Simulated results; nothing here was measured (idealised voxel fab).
Documented hereafter: the process module known as voxel trench capacitor.
Each square cell in cross-section cut measures 5 nm, and the section as a whole is 280 nm wide.
For the purposes of this document, a cross-section shall be understood as a grid of square cells, specified as bands listed in top-to-bottom order, each band consisting of one or more rows of cells. Heads up on the band format: heights come first, top then bottom, in nm. After that it's the materials left to right, each with its width in nm. A single material flagged "full width" fills the whole band edge to edge, and "blank" means there's empty space there. It should be noted that heights are counted from 0, beneath which the wafer as supplied is of one material throughout, and that the lowest band possesses no lower boundary but continues downward, as written in "0 -> down". Graded width ("30..40"): value in top row of band = first number; value in bottom row = second number; row-to-row change constant. "no alterations made" -> step changed no cross-section cell. Closed-off voids of 8+ cells (no open route to the top) go in "Closed cavity list", written width x height at distance from the left edge, in nm. Note: text after step settings on the step line = simulator remark on that step. overlay nm: right-of-plan distance of the mask on a masked step; negative values mean left-of-plan.

## The steps planned for the process are as follows
- 1: RECEIVE [material Si]
- 2: CONFORMAL_DEP [material SiN] [thk nm 5]
- 3: PATTERN [tone open] [mask id TRENCH] [material resist] [width nm 25] [pitch nm 55] [thk nm 15] [overlay nm 0]
- 4: DIRECTIONAL_ETCH [etch materials SiN] [depth nm 5]
- 5: DIRECTIONAL_ETCH [etch materials Si] [depth nm 25]
- 6: STRIP [etch materials resist]
- 7: CONFORMAL_DEP [material Al2O3] [thk nm 5]
- 8: FILL_DEP [material polySi] [thk nm 5]
- 9: CMP [height nm 5]

## First wafer out of two, processed as planned

## This is the cross-section of the wafer as we received it, i.e. after step 1
    0 -> down | Si full width
    Closed cavity list: none

## So this is the wafer cross-section right after step 2
    5 -> 0 | SiN full width
    Unchanged below 0.

## So this is the wafer cross-section right after step 3
    20 -> 5 | resist=100  blank=25  resist=30  blank=25  resist=100
    Unchanged below 5.

## So this is the wafer cross-section right after step 4
    20 -> 5 | resist=100  blank=25  resist=30  blank=25  resist=100
    5 -> 0 | SiN=100  blank=25  SiN=30  blank=25  SiN=100
    Unchanged below 0.

## So this is the wafer cross-section right after step 5
    20 -> 5 | resist=100  blank=25  resist=30  blank=25  resist=100
    5 -> 0 | SiN=100  blank=25  SiN=30  blank=25  SiN=100
    0 -> -25 | Si=100  blank=25  Si=30  blank=25  Si=100
    Unchanged below -25.

## So this is the wafer cross-section right after step 6
    5 -> 0 | SiN=100  blank=25  SiN=30  blank=25  SiN=100
    Unchanged below 0.

## So this is the wafer cross-section right after step 7
    10 -> 5 | Al2O3=105  blank=15  Al2O3=40  blank=15  Al2O3=105
    5 -> 0 | SiN=100  Al2O3=5  blank=15  Al2O3=5  SiN=30  Al2O3=5  blank=15  Al2O3=5  SiN=100
    0 -> -20 | Si=100  Al2O3=5  blank=15  Al2O3=5  Si=30  Al2O3=5  blank=15  Al2O3=5  Si=100
    -20 -> -25 | Si=100  Al2O3=25  Si=30  Al2O3=25  Si=100
    Unchanged below -25.

## So this is the wafer cross-section right after step 8
    15 -> 10 | polySi full width
    10 -> 5 | Al2O3=105  polySi=15  Al2O3=40  polySi=15  Al2O3=105
    5 -> 0 | SiN=100  Al2O3=5  polySi=15  Al2O3=5  SiN=30  Al2O3=5  polySi=15  Al2O3=5  SiN=100
    0 -> -20 | Si=100  Al2O3=5  polySi=15  Al2O3=5  Si=30  Al2O3=5  polySi=15  Al2O3=5  Si=100
    Unchanged below -20.

## So this is the wafer cross-section right after step 9
    5 -> 0 | SiN=100  Al2O3=5  polySi=15  Al2O3=5  SiN=30  Al2O3=5  polySi=15  Al2O3=5  SiN=100
    Unchanged below 0.

## Second of two: same start, same plan, one run error; steps up to and including 8 match the first

## Cross-section of the second wafer corresponding to the planned conclusion of step 9
    -5 -> -20 | Si=100  Al2O3=5  polySi=15  Al2O3=5  Si=30  Al2O3=5  polySi=15  Al2O3=5  Si=100
    Unchanged below -20.
It is concluded that the wafer was processed incorrectly with respect to the plan, in that step 9 did not happen as planned, as run it was CMP [height nm -5]
Bottom line after processing is that, in cells, the second wafer is up or down on some materials versus the first: Al2O3: 8 fewer | Si: 46 fewer | SiN: 46 fewer | polySi: 12 fewer
